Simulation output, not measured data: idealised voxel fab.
The name of this process module is voxel tone inversion.
Displayed cross-section: cut, width of 200 nm, square cells sized 5 nm.
Cross-section layout: square cells on a grid; listed as bands, top to bottom; a band spans one or more cell rows. The entry gives the band's vertical extent as a top height and a bottom height in nm, then its horizontal make-up as materials from left to right, each with a width in nm. "air" stands for empty space; a single material marked "full width" fills the band edge to edge. Where do heights start? At 0: under that level the wafer as delivered is made of one material only. And the lowest band has no floor; it just carries on downward, as in "0..down". A width given as "30 to 40" starts at the first number in the band's top row and ends at the second number in its bottom row, shifting by an equal amount at every step from row to row. Reading "remained unchanged" for a step: not a cell of the cross-section changed in it. The entry "Closed void listing" lists the empty spaces that cover at least 8 cells and have no open path to the top. Each is written as width x height at distance, where the distance is measured from the left edge and all three values are in nm. Heads up: the bit after the settings on a step's line is the simulator's remark on that step. A step line may carry the setting "overlay nm", which, for steps involving a mask, states the distance by which the mask lay to the right of its intended position; negative values denote displacement to the left.

Steps planned for the process
1) RECEIVE, material Si
2) CONFORMAL_DEP, material SiN, thk nm 5
3) DIRECTIONAL_DEP, material aC, thk nm 20
4) PATTERN, tone cover, mask id POSTS, material resist, width nm 20, pitch nm 35, thk nm 30, overlay nm 0
5) DIRECTIONAL_ETCH, etch materials aC, depth nm 20
6) STRIP, etch materials resist
7) FILL_DEP, material SiO2, thk nm 10
8) CMP, height nm 15
9) STRIP, etch materials aC
10) CONFORMAL_DEP, material TiN, thk nm 5
11) FILL_DEP, material W, thk nm 10
12) CMP, height nm 25
13) CONFORMAL_DEP, material SiCN, thk nm 5
Across this set of wafers, the varied parameter is the height nm of step 8. Starting conditions are identical for every wafer, and the plan reports the value assigned to the first wafer.

After step 1, as received: first of several wafers, cross-section
    0..down  Si full width
    Closed void listing: none

Shown in cross-section: the first of several wafers at the end of the module, after its last step, step 13
    30..25  SiCN full width
    25..20  W full width
    20..15  60 nm TiN / 10 nm W / 25 nm TiN / 10 nm W / 25 nm TiN / 10 nm W / 60 nm TiN
    15..10  55 nm SiO2 / 5 nm TiN / 10 nm W / 5 nm TiN / 15 nm SiO2 / 5 nm TiN / 10 nm W / 5 nm TiN / 15 nm SiO2 / 5 nm TiN / 10 nm W / 5 nm TiN / 55 nm SiO2
    10..5  55 nm SiO2 / 20 nm TiN / 15 nm SiO2 / 20 nm TiN / 15 nm SiO2 / 20 nm TiN / 55 nm SiO2
    5..0  SiN full width
    0..down  Si full width
    Closed void listing: none

Sectional view of the last wafer upon completion of the module
    30..25  SiCN full width
    25..5  55 nm SiO2 / 20 nm aC / 15 nm SiO2 / 20 nm aC / 15 nm SiO2 / 20 nm aC / 55 nm SiO2
    5..0  SiN full width
    0..down  Si full width
    Closed void listing: none

Row per wafer, end-of-module: cell gain (+)/loss (-) by material since the wafer came in, then closed voids
height nm 15, +40 SiCN, +40 SiN, +56 SiO2, +52 TiN, +52 W, Closed void listing: none
height nm 20, +40 SiCN, +40 SiN, +84 SiO2, +58 TiN, +18 W, Closed void listing: none
height nm 25, +40 SiCN, +40 SiN, +112 SiO2, +30 TiN, +18 W, Closed void listing: none
height nm 30, +40 SiCN, +40 SiN, +112 SiO2, +48 aC, Closed void listing: none
height nm 35, +40 SiCN, +40 SiN, +112 SiO2, +48 aC, Closed void listing: none
